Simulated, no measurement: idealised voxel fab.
Presented below is a process module, voxel self aligned contacts.
This is section cut - it's 265 nm across, gridded in 5 nm square cells.
In what follows, cross-sections appear as grids of square cells, described through bands that run from the top down, where every band is one or more rows of cells. For a band, the entry starts with two heights in nm, that of the top and then that of the bottom, and carries on with the band's materials in order from left to right, each alongside its width in nm; the word "edge to edge" beside a single material means it fills the band edge to edge, and "blank" means empty space. Ref level 0: as-received wafer is one material below here. Bottom band extends down with no lower bound ("0 and below"). The two numbers in a width such as "30->40" mark its ends across the band: the first belongs to the top row of cells, the second to the bottom row, and from each row to the next the width moves by the same amount. "left unchanged" means the step left every cell of the cross-section as it was. Voids not open to the top, 8 cells minimum: see "Fully closed voids". Written width x height at distance; distance is from the left edge; nm. Read whatever lies past the settings on a step's line as the simulator's own remark about the step. overlay nm: on a step with a mask, how far right of its planned place the mask lay; negative means left.
### Set out below are the planned steps of the process
1 RECEIVE | material Si
2 OXIDIZE | depth nm 5
3 DIRECTIONAL_DEP | material polySi | thk nm 30
4 DIRECTIONAL_DEP | material SiN | thk nm 15
5 PATTERN | tone cover | mask id GATE | material resist | width nm 25 | pitch nm 60 | thk nm 20 | overlay nm 0
6 DIRECTIONAL_ETCH | etch materials SiN | depth nm 15
7 DIRECTIONAL_ETCH | etch materials polySi | depth nm 30
8 STRIP | etch materials resist
9 CONFORMAL_DEP | material SiN | thk nm 5
10 DIRECTIONAL_ETCH | etch materials SiN | depth nm 5
11 FILL_DEP | material SiO2 | thk nm 15
12 CMP | height nm 55
13 MASKED_ETCH | tone open | mask id CONTACT | width nm 45 | pitch nm 60 | etch materials SiO2 | depth nm 60 | overlay nm 0
14 CONFORMAL_DEP | material TiN | thk nm 5
15 FILL_DEP | material Ru | thk nm 5
16 CMP | height nm 55
17 CONFORMAL_DEP | material SiCN | thk nm 5
### First wafer out of two, processed as planned
### Incoming wafer in cross-section (state: after step 1)
* 0 and below: Si edge to edge
* Fully closed voids: none
### Wafer xsec, post step 2
* 0 down to -5: SiO2 edge to edge
* Anything lower than -5 is untouched.
### Wafer xsec, post step 3
* 30 down to 0: polySi edge to edge
* Anything lower than 0 is untouched.
### Wafer xsec, post step 4
* 45 down to 30: SiN edge to edge
* Anything lower than 30 is untouched.
### Wafer xsec, post step 5
* 65 down to 45: blank=60; resist=25; blank=35; resist=25; blank=35; resist=25; blank=60
* Anything lower than 45 is untouched.
### Wafer xsec, post step 6
* 65 down to 45: blank=60; resist=25; blank=35; resist=25; blank=35; resist=25; blank=60
* 45 down to 30: blank=60; SiN=25; blank=35; SiN=25; blank=35; SiN=25; blank=60
* Anything lower than 30 is untouched.
### Wafer xsec, post step 7
* 65 down to 45: blank=60; resist=25; blank=35; resist=25; blank=35; resist=25; blank=60
* 45 down to 30: blank=60; SiN=25; blank=35; SiN=25; blank=35; SiN=25; blank=60
* 30 down to 0: blank=60; polySi=25; blank=35; polySi=25; blank=35; polySi=25; blank=60
* Anything lower than 0 is untouched.
### Wafer xsec, post step 8
* 45 down to 30: blank=60; SiN=25; blank=35; SiN=25; blank=35; SiN=25; blank=60
* Anything lower than 30 is untouched.
### Wafer xsec, post step 9
* 50 down to 30: blank=55; SiN=35; blank=25; SiN=35; blank=25; SiN=35; blank=55
* 30 down to 5: blank=55; SiN=5; polySi=25; SiN=5; blank=25; SiN=5; polySi=25; SiN=5; blank=25; SiN=5; polySi=25; SiN=5; blank=55
* 5 down to 0: SiN=60; polySi=25; SiN=35; polySi=25; SiN=35; polySi=25; SiN=60
* Anything lower than 0 is untouched.
### Wafer xsec, post step 10
* 45 down to 30: blank=55; SiN=35; blank=25; SiN=35; blank=25; SiN=35; blank=55
* 30 down to 0: blank=55; SiN=5; polySi=25; SiN=5; blank=25; SiN=5; polySi=25; SiN=5; blank=25; SiN=5; polySi=25; SiN=5; blank=55
* Anything lower than 0 is untouched.
### Wafer xsec, post step 11
* 60 down to 45: SiO2 edge to edge
* 45 down to 30: SiO2=55; SiN=35; SiO2=25; SiN=35; SiO2=25; SiN=35; SiO2=55
* 30 down to 0: SiO2=55; SiN=5; polySi=25; SiN=5; SiO2=25; SiN=5; polySi=25; SiN=5; SiO2=25; SiN=5; polySi=25; SiN=5; SiO2=55
* Anything lower than 0 is untouched.
### Wafer xsec, post step 12
* 55 down to 45: SiO2 edge to edge
* Anything lower than 45 is untouched.
### Wafer xsec, post step 13
* 55 down to 45: SiO2=80; blank=45; SiO2=15; blank=45; SiO2=80
* 45 down to 30: SiO2=55; SiN=35; blank=25; SiN=35; blank=25; SiN=35; SiO2=55
* 30 down to 0: SiO2=55; SiN=5; polySi=25; SiN=5; blank=25; SiN=5; polySi=25; SiN=5; blank=25; SiN=5; polySi=25; SiN=5; SiO2=55
* 0 down to -5: SiO2=90; blank=25; SiO2=35; blank=25; SiO2=90
* Anything lower than -5 is untouched.
### Wafer xsec, post step 14
* 60 down to 55: TiN=85; blank=35; TiN=25; blank=35; TiN=85
* 55 down to 45: SiO2=80; TiN=5->15; blank=35->15; TiN=5->15; SiO2=15; TiN=5->15; blank=35->15; TiN=5->15; SiO2=80
* 45 down to 30: SiO2=55; SiN=35; TiN=5; blank=15; TiN=5; SiN=35; TiN=5; blank=15; TiN=5; SiN=35; SiO2=55
* 30 down to 0: SiO2=55; SiN=5; polySi=25; SiN=5; TiN=5; blank=15; TiN=5; SiN=5; polySi=25; SiN=5; TiN=5; blank=15; TiN=5; SiN=5; polySi=25; SiN=5; SiO2=55
* 0 down to -5: SiO2=90; TiN=25; SiO2=35; TiN=25; SiO2=90
* Anything lower than -5 is untouched.
### Wafer xsec, post step 15
* 65 down to 60: Ru edge to edge
* 60 down to 55: TiN=85; Ru=35; TiN=25; Ru=35; TiN=85
* 55 down to 45: SiO2=80; TiN=5->15; Ru=35->15; TiN=5->15; SiO2=15; TiN=5->15; Ru=35->15; TiN=5->15; SiO2=80
* 45 down to 30: SiO2=55; SiN=35; TiN=5; Ru=15; TiN=5; SiN=35; TiN=5; Ru=15; TiN=5; SiN=35; SiO2=55
* 30 down to 0: SiO2=55; SiN=5; polySi=25; SiN=5; TiN=5; Ru=15; TiN=5; SiN=5; polySi=25; SiN=5; TiN=5; Ru=15; TiN=5; SiN=5; polySi=25; SiN=5; SiO2=55
* Anything lower than 0 is untouched.
### Wafer xsec, post step 16
* 55 down to 45: SiO2=80; TiN=5->15; Ru=35->15; TiN=5->15; SiO2=15; TiN=5->15; Ru=35->15; TiN=5->15; SiO2=80
* Anything lower than 45 is untouched.
### Wafer xsec, post step 17
* 60 down to 55: SiCN edge to edge
* Anything lower than 55 is untouched.
### Second wafer, same starting conditions and recipe as the first, one mistake in executing it, nothing differs from the first up to and including step 2
### when step 3 should have ended
* 15 down to 0: SiN edge to edge
* Anything lower than 0 is untouched.
### when step 4 should have ended
* 45 down to 15: polySi edge to edge
* Anything lower than 15 is untouched.
### when step 5 should have ended
* 65 down to 45: blank=60; resist=25; blank=35; resist=25; blank=35; resist=25; blank=60
* Anything lower than 45 is untouched.
when step 6 should have ended: left unchanged
### when step 7 should have ended
* 65 down to 45: blank=60; resist=25; blank=35; resist=25; blank=35; resist=25; blank=60
* 45 down to 15: blank=60; polySi=25; blank=35; polySi=25; blank=35; polySi=25; blank=60
* Anything lower than 15 is untouched.
### when step 8 should have ended
* 45 down to 15: blank=60; polySi=25; blank=35; polySi=25; blank=35; polySi=25; blank=60
* Anything lower than 15 is untouched.
### when step 9 should have ended
* 50 down to 45: blank=55; SiN=35; blank=25; SiN=35; blank=25; SiN=35; blank=55
* 45 down to 20: blank=55; SiN=5; polySi=25; SiN=5; blank=25; SiN=5; polySi=25; SiN=5; blank=25; SiN=5; polySi=25; SiN=5; blank=55
* 20 down to 15: SiN=60; polySi=25; SiN=35; polySi=25; SiN=35; polySi=25; SiN=60
* Anything lower than 15 is untouched.
### when step 10 should have ended
* 45 down to 15: blank=55; SiN=5; polySi=25; SiN=5; blank=25; SiN=5; polySi=25; SiN=5; blank=25; SiN=5; polySi=25; SiN=5; blank=55
* Anything lower than 15 is untouched.
### when step 11 should have ended
* 60 down to 45: SiO2 edge to edge
* 45 down to 15: SiO2=55; SiN=5; polySi=25; SiN=5; SiO2=25; SiN=5; polySi=25; SiN=5; SiO2=25; SiN=5; polySi=25; SiN=5; SiO2=55
* Anything lower than 15 is untouched.
### when step 12 should have ended
* 55 down to 45: SiO2 edge to edge
* Anything lower than 45 is untouched.
### when step 13 should have ended
* 55 down to 45: SiO2=80; blank=45; SiO2=15; blank=45; SiO2=80
* 45 down to 15: SiO2=55; SiN=5; polySi=25; SiN=5; blank=25; SiN=5; polySi=25; SiN=5; blank=25; SiN=5; polySi=25; SiN=5; SiO2=55
* Anything lower than 15 is untouched.
### when step 14 should have ended
* 60 down to 55: TiN=85; blank=35; TiN=25; blank=35; TiN=85
* 55 down to 45: SiO2=80; TiN=5->15; blank=35->15; TiN=5->15; SiO2=15; TiN=5->15; blank=35->15; TiN=5->15; SiO2=80
* 45 down to 20: SiO2=55; SiN=5; polySi=25; SiN=5; TiN=5; blank=15; TiN=5; SiN=5; polySi=25; SiN=5; TiN=5; blank=15; TiN=5; SiN=5; polySi=25; SiN=5; SiO2=55
* 20 down to 15: SiO2=55; SiN=5; polySi=25; SiN=5; TiN=25; SiN=5; polySi=25; SiN=5; TiN=25; SiN=5; polySi=25; SiN=5; SiO2=55
* Anything lower than 15 is untouched.
### when step 15 should have ended
* 65 down to 60: Ru edge to edge
* 60 down to 55: TiN=85; Ru=35; TiN=25; Ru=35; TiN=85
* 55 down to 45: SiO2=80; TiN=5->15; Ru=35->15; TiN=5->15; SiO2=15; TiN=5->15; Ru=35->15; TiN=5->15; SiO2=80
* 45 down to 20: SiO2=55; SiN=5; polySi=25; SiN=5; TiN=5; Ru=15; TiN=5; SiN=5; polySi=25; SiN=5; TiN=5; Ru=15; TiN=5; SiN=5; polySi=25; SiN=5; SiO2=55
* Anything lower than 20 is untouched.
### when step 16 should have ended
* 55 down to 45: SiO2=80; TiN=5->15; Ru=35->15; TiN=5->15; SiO2=15; TiN=5->15; Ru=35->15; TiN=5->15; SiO2=80
* Anything lower than 45 is untouched.
### when step 17 should have ended
* 60 down to 55: SiCN edge to edge
* Anything lower than 55 is untouched.
Heads up, the wafer didn't run the way we planned it: steps 3 and 4 got flipped, so each one ran where the other should have
Once processing is complete, comparing cell counts shows that the second wafer has more or fewer of certain materials than the first: 24 fewer of Ru, 96 more of SiN, 56 fewer of SiO2, 16 fewer of TiN
